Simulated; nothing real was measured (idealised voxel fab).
process module | voxel ribs on slabs
cross-section cut | 275 nm wide | cells 5 nm
A cross-section is a grid of square cells, given in bands from the top down. A band is one or more rows of cells.
Each band's line starts with the height of the band's top and of its bottom, in nm. Then come its materials from left to right, each with its width in nm. One material with "throughout" fills the band from edge to edge. "air" is empty space.
Height 0 is the level under which the wafer as received is all one material. The lowest band goes on downwards, as in "0 down".
A width such as "30 to 40" changes by the same amount from each row of cells to the next, from the band's top row to its bottom row.
"no change" after a step means that no cell of the cross-section changed.
closed voids: empty space of 8 cells or more with no open way to the top, each as width x height at its distance from the left edge, in nm
after a step's settings: what the simulator itself notes on the step
overlay nm, on a step with a mask: how far to the right of its planned place the mask lay; to the left if negative
plan
1 op RECEIVE | material Si
2 op DIRECTIONAL_DEP | material SiO2 | thk nm 30
3 op DIRECTIONAL_DEP | material polySi | thk nm 25
4 op MASKED_ETCH | tone cover | mask id RIB | width nm 20 | etch materials polySi | depth nm 5 | overlay nm 0
5 op MASKED_ETCH | tone cover | mask id SLAB | width nm 80 | etch materials polySi | depth nm 20 | overlay nm 0
6 op FILL_DEP | material SiO2 | thk nm 20
7 op CMP | height nm 70
8 op DIRECTIONAL_DEP | material TiN | thk nm 10
9 op MASKED_ETCH | tone cover | mask id HEATER | width nm 30 | etch materials TiN | depth nm 10 | overlay nm 0
10 op CONFORMAL_DEP | material SiN | thk nm 10
as received, after step 1
  0 down: Si throughout
  closed voids: none
a wafer at the end: this start, this plan, one mistake
  90 to 80: air 110 | SiN 50 | air 115
  80 to 70: SiN 120 | TiN 30 | SiN 125
  70 to 55: SiO2 throughout
  55 to 50: SiO2 115 | polySi 20 | SiO2 140
  50 to 30: SiO2 95 | polySi 80 | SiO2 100
  30 to 0: SiO2 throughout
  0 down: Si throughout
  closed voids: none
what went wrong: step 4 ran as: op MASKED_ETCH | tone cover | mask id RIB | width nm 20 | etch materials polySi | depth nm 5 | overlay nm -10
